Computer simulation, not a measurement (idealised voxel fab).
process module | voxel self aligned contacts
cross-section cut | 225 nm wide | cells 5 nm
A cross-section is a grid of square cells, given in bands from the top down. A band is one or more rows of cells.
Each band's line starts with the height of the band's top and of its bottom, in nm. Then come its materials from left to right, each with its width in nm. One material with "throughout" fills the band from edge to edge. "air" is empty space.
Height 0 is the level under which the wafer as received is all one material. The lowest band goes on downwards, as in "0 down".
A width such as "30 to 40" changes by the same amount from each row of cells to the next, from the band's top row to its bottom row.
"no change" after a step means that no cell of the cross-section changed.
closed voids: empty space of 8 cells or more with no open way to the top, each as width x height at its distance from the left edge, in nm
after a step's settings: what the simulator itself notes on the step
overlay nm, on a step with a mask: how far to the right of its planned place the mask lay; to the left if negative
plan
1 op RECEIVE | material Si
2 op OXIDIZE | depth nm 5
3 op DIRECTIONAL_DEP | material polySi | thk nm 25
4 op DIRECTIONAL_DEP | material SiN | thk nm 25
5 op DIRECTIONAL_DEP | material aC | thk nm 10
6 op PATTERN | tone cover | mask id GATE | material resist | width nm 35 | pitch nm 80 | thk nm 25 | overlay nm 0
7 op DIRECTIONAL_ETCH | etch materials aC | depth nm 10
8 op STRIP | etch materials resist
9 op DIRECTIONAL_ETCH | etch materials SiN | depth nm 25
10 op DIRECTIONAL_ETCH | etch materials polySi | depth nm 25
11 op STRIP | etch materials aC
12 op CONFORMAL_DEP | material SiN | thk nm 10
13 op DIRECTIONAL_ETCH | etch materials SiN | depth nm 10
14 op FILL_DEP | material SiO2 | thk nm 15
15 op CMP | height nm 60
16 op MASKED_ETCH | tone open | mask id CONTACT | width nm 65 | pitch nm 80 | etch materials SiO2 | depth nm 65 | overlay nm 0
17 op CONFORMAL_DEP | material TiN | thk nm 5
18 op FILL_DEP | material W | thk nm 10
19 op CMP | height nm 60
20 op CONFORMAL_DEP | material SiCN | thk nm 5
first wafer, as planned
as received, after step 1
  0 down: Si throughout
  closed voids: none
after step 2
  0 to -5: SiO2 throughout
  below -5: unchanged
after step 3
  25 to 0: polySi throughout
  below 0: unchanged
after step 4
  50 to 25: SiN throughout
  below 25: unchanged
after step 5
  60 to 50: aC throughout
  below 50: unchanged
after step 6
  85 to 60: air 15 | resist 35 | air 45 | resist 35 | air 45 | resist 35 | air 15
  below 60: unchanged
after step 7
  75 to 60: air 15 | resist 35 | air 45 | resist 35 | air 45 | resist 35 | air 15
  60 to 50: air 15 | aC 35 | air 45 | aC 35 | air 45 | aC 35 | air 15
  below 50: unchanged
after step 8
  60 to 50: air 15 | aC 35 | air 45 | aC 35 | air 45 | aC 35 | air 15
  below 50: unchanged
after step 9
  60 to 50: air 15 | aC 35 | air 45 | aC 35 | air 45 | aC 35 | air 15
  50 to 25: air 15 | SiN 35 | air 45 | SiN 35 | air 45 | SiN 35 | air 15
  below 25: unchanged
after step 10
  60 to 50: air 15 | aC 35 | air 45 | aC 35 | air 45 | aC 35 | air 15
  50 to 25: air 15 | SiN 35 | air 45 | SiN 35 | air 45 | SiN 35 | air 15
  25 to 0: air 15 | polySi 35 | air 45 | polySi 35 | air 45 | polySi 35 | air 15
  below 0: unchanged
after step 11
  50 to 25: air 15 | SiN 35 | air 45 | SiN 35 | air 45 | SiN 35 | air 15
  below 25: unchanged
after step 12
  60 to 25: air 5 | SiN 55 | air 25 | SiN 55 | air 25 | SiN 55 | air 5
  25 to 10: air 5 | SiN 10 | polySi 35 | SiN 10 | air 25 | SiN 10 | polySi 35 | SiN 10 | air 25 | SiN 10 | polySi 35 | SiN 10 | air 5
  10 to 0: SiN 15 | polySi 35 | SiN 45 | polySi 35 | SiN 45 | polySi 35 | SiN 15
  below 0: unchanged
after step 13
  50 to 25: air 5 | SiN 55 | air 25 | SiN 55 | air 25 | SiN 55 | air 5
  25 to 0: air 5 | SiN 10 | polySi 35 | SiN 10 | air 25 | SiN 10 | polySi 35 | SiN 10 | air 25 | SiN 10 | polySi 35 | SiN 10 | air 5
  below 0: unchanged
after step 14
  65 to 50: SiO2 throughout
  50 to 25: SiO2 5 | SiN 55 | SiO2 25 | SiN 55 | SiO2 25 | SiN 55 | SiO2 5
  25 to 0: SiO2 5 | SiN 10 | polySi 35 | SiN 10 | SiO2 25 | SiN 10 | polySi 35 | SiN 10 | SiO2 25 | SiN 10 | polySi 35 | SiN 10 | SiO2 5
  below 0: unchanged
after step 15
  60 to 50: SiO2 throughout
  below 50: unchanged
after step 16
  60 to 50: SiO2 40 | air 65 | SiO2 15 | air 65 | SiO2 40
  50 to 25: SiO2 5 | SiN 55 | air 25 | SiN 55 | air 25 | SiN 55 | SiO2 5
  25 to 0: SiO2 5 | SiN 10 | polySi 35 | SiN 10 | air 25 | SiN 10 | polySi 35 | SiN 10 | air 25 | SiN 10 | polySi 35 | SiN 10 | SiO2 5
  0 to -5: SiO2 60 | air 25 | SiO2 55 | air 25 | SiO2 60
  below -5: unchanged
after step 17
  65 to 60: TiN 45 | air 55 | TiN 25 | air 55 | TiN 45
  60 to 50: SiO2 40 | TiN 5 to 25 | air 55 to 15 | TiN 5 to 25 | SiO2 15 | TiN 5 to 25 | air 55 to 15 | TiN 5 to 25 | SiO2 40
  50 to 25: SiO2 5 | SiN 55 | TiN 5 | air 15 | TiN 5 | SiN 55 | TiN 5 | air 15 | TiN 5 | SiN 55 | SiO2 5
  25 to 0: SiO2 5 | SiN 10 | polySi 35 | SiN 10 | TiN 5 | air 15 | TiN 5 | SiN 10 | polySi 35 | SiN 10 | TiN 5 | air 15 | TiN 5 | SiN 10 | polySi 35 | SiN 10 | SiO2 5
  0 to -5: SiO2 60 | TiN 25 | SiO2 55 | TiN 25 | SiO2 60
  below -5: unchanged
after step 18
  75 to 65: W throughout
  65 to 60: TiN 45 | W 55 | TiN 25 | W 55 | TiN 45
  60 to 50: SiO2 40 | TiN 5 to 25 | W 55 to 15 | TiN 5 to 25 | SiO2 15 | TiN 5 to 25 | W 55 to 15 | TiN 5 to 25 | SiO2 40
  50 to 25: SiO2 5 | SiN 55 | TiN 5 | W 15 | TiN 5 | SiN 55 | TiN 5 | W 15 | TiN 5 | SiN 55 | SiO2 5
  25 to 0: SiO2 5 | SiN 10 | polySi 35 | SiN 10 | TiN 5 | W 15 | TiN 5 | SiN 10 | polySi 35 | SiN 10 | TiN 5 | W 15 | TiN 5 | SiN 10 | polySi 35 | SiN 10 | SiO2 5
  below 0: unchanged
after step 19
  60 to 50: SiO2 40 | TiN 5 to 25 | W 55 to 15 | TiN 5 to 25 | SiO2 15 | TiN 5 to 25 | W 55 to 15 | TiN 5 to 25 | SiO2 40
  below 50: unchanged
after step 20
  65 to 60: SiCN throughout
  below 60: unchanged
second wafer: like start, like plan, one mistake. Through step 5 it matches the first wafer
when step 6 should have ended
  85 to 60: air 20 | resist 30 | air 50 | resist 30 | air 50 | resist 30 | air 15
  below 60: unchanged
when step 7 should have ended
  75 to 60: air 20 | resist 30 | air 50 | resist 30 | air 50 | resist 30 | air 15
  60 to 50: air 20 | aC 30 | air 50 | aC 30 | air 50 | aC 30 | air 15
  below 50: unchanged
when step 8 should have ended
  60 to 50: air 20 | aC 30 | air 50 | aC 30 | air 50 | aC 30 | air 15
  below 50: unchanged
when step 9 should have ended
  60 to 50: air 20 | aC 30 | air 50 | aC 30 | air 50 | aC 30 | air 15
  50 to 25: air 20 | SiN 30 | air 50 | SiN 30 | air 50 | SiN 30 | air 15
  below 25: unchanged
when step 10 should have ended
  60 to 50: air 20 | aC 30 | air 50 | aC 30 | air 50 | aC 30 | air 15
  50 to 25: air 20 | SiN 30 | air 50 | SiN 30 | air 50 | SiN 30 | air 15
  25 to 0: air 20 | polySi 30 | air 50 | polySi 30 | air 50 | polySi 30 | air 15
  below 0: unchanged
when step 11 should have ended
  50 to 25: air 20 | SiN 30 | air 50 | SiN 30 | air 50 | SiN 30 | air 15
  below 25: unchanged
when step 12 should have ended
  60 to 25: air 10 | SiN 50 | air 30 | SiN 50 | air 30 | SiN 50 | air 5
  25 to 10: air 10 | SiN 10 | polySi 30 | SiN 10 | air 30 | SiN 10 | polySi 30 | SiN 10 | air 30 | SiN 10 | polySi 30 | SiN 10 | air 5
  10 to 0: SiN 20 | polySi 30 | SiN 50 | polySi 30 | SiN 50 | polySi 30 | SiN 15
  below 0: unchanged
when step 13 should have ended
  50 to 25: air 10 | SiN 50 | air 30 | SiN 50 | air 30 | SiN 50 | air 5
  25 to 0: air 10 | SiN 10 | polySi 30 | SiN 10 | air 30 | SiN 10 | polySi 30 | SiN 10 | air 30 | SiN 10 | polySi 30 | SiN 10 | air 5
  below 0: unchanged
when step 14 should have ended
  65 to 50: SiO2 throughout
  50 to 25: SiO2 10 | SiN 50 | SiO2 30 | SiN 50 | SiO2 30 | SiN 50 | SiO2 5
  25 to 0: SiO2 10 | SiN 10 | polySi 30 | SiN 10 | SiO2 30 | SiN 10 | polySi 30 | SiN 10 | SiO2 30 | SiN 10 | polySi 30 | SiN 10 | SiO2 5
  below 0: unchanged
when step 15 should have ended
  60 to 50: SiO2 throughout
  below 50: unchanged
when step 16 should have ended
  60 to 50: SiO2 40 | air 65 | SiO2 15 | air 65 | SiO2 40
  50 to 25: SiO2 10 | SiN 50 | air 30 | SiN 50 | air 30 | SiN 50 | SiO2 5
  25 to 0: SiO2 10 | SiN 10 | polySi 30 | SiN 10 | air 30 | SiN 10 | polySi 30 | SiN 10 | air 30 | SiN 10 | polySi 30 | SiN 10 | SiO2 5
  0 to -5: SiO2 60 | air 30 | SiO2 50 | air 30 | SiO2 55
  below -5: unchanged
when step 17 should have ended
  65 to 60: TiN 45 | air 55 | TiN 25 | air 55 | TiN 45
  60 to 50: SiO2 40 | TiN 5 to 25 | air 55 to 20 | TiN 5 to 20 | SiO2 15 | TiN 5 to 25 | air 55 to 20 | TiN 5 to 20 | SiO2 40
  50 to 25: SiO2 10 | SiN 50 | TiN 5 | air 20 | TiN 5 | SiN 50 | TiN 5 | air 20 | TiN 5 | SiN 50 | SiO2 5
  25 to 0: SiO2 10 | SiN 10 | polySi 30 | SiN 10 | TiN 5 | air 20 | TiN 5 | SiN 10 | polySi 30 | SiN 10 | TiN 5 | air 20 | TiN 5 | SiN 10 | polySi 30 | SiN 10 | SiO2 5
  0 to -5: SiO2 60 | TiN 30 | SiO2 50 | TiN 30 | SiO2 55
  below -5: unchanged
when step 18 should have ended
  75 to 65: W throughout
  65 to 60: TiN 45 | W 55 | TiN 25 | W 55 | TiN 45
  60 to 50: SiO2 40 | TiN 5 to 25 | W 55 to 20 | TiN 5 to 20 | SiO2 15 | TiN 5 to 25 | W 55 to 20 | TiN 5 to 20 | SiO2 40
  50 to 25: SiO2 10 | SiN 50 | TiN 5 | W 20 | TiN 5 | SiN 50 | TiN 5 | W 20 | TiN 5 | SiN 50 | SiO2 5
  25 to 0: SiO2 10 | SiN 10 | polySi 30 | SiN 10 | TiN 5 | W 20 | TiN 5 | SiN 10 | polySi 30 | SiN 10 | TiN 5 | W 20 | TiN 5 | SiN 10 | polySi 30 | SiN 10 | SiO2 5
  below 0: unchanged
when step 19 should have ended
  60 to 50: SiO2 40 | TiN 5 to 25 | W 55 to 20 | TiN 5 to 20 | SiO2 15 | TiN 5 to 25 | W 55 to 20 | TiN 5 to 20 | SiO2 40
  below 50: unchanged
when step 20 should have ended
  65 to 60: SiCN throughout
  below 60: unchanged
what went wrong: step 6 ran as: op PATTERN | tone cover | mask id GATE | material resist | width nm 30 | pitch nm 80 | thk nm 25 | overlay nm 0
at the end the second wafer has, in cells: 15 fewer of SiN | 8 more of SiO2 | 22 more of W | 15 fewer of polySi
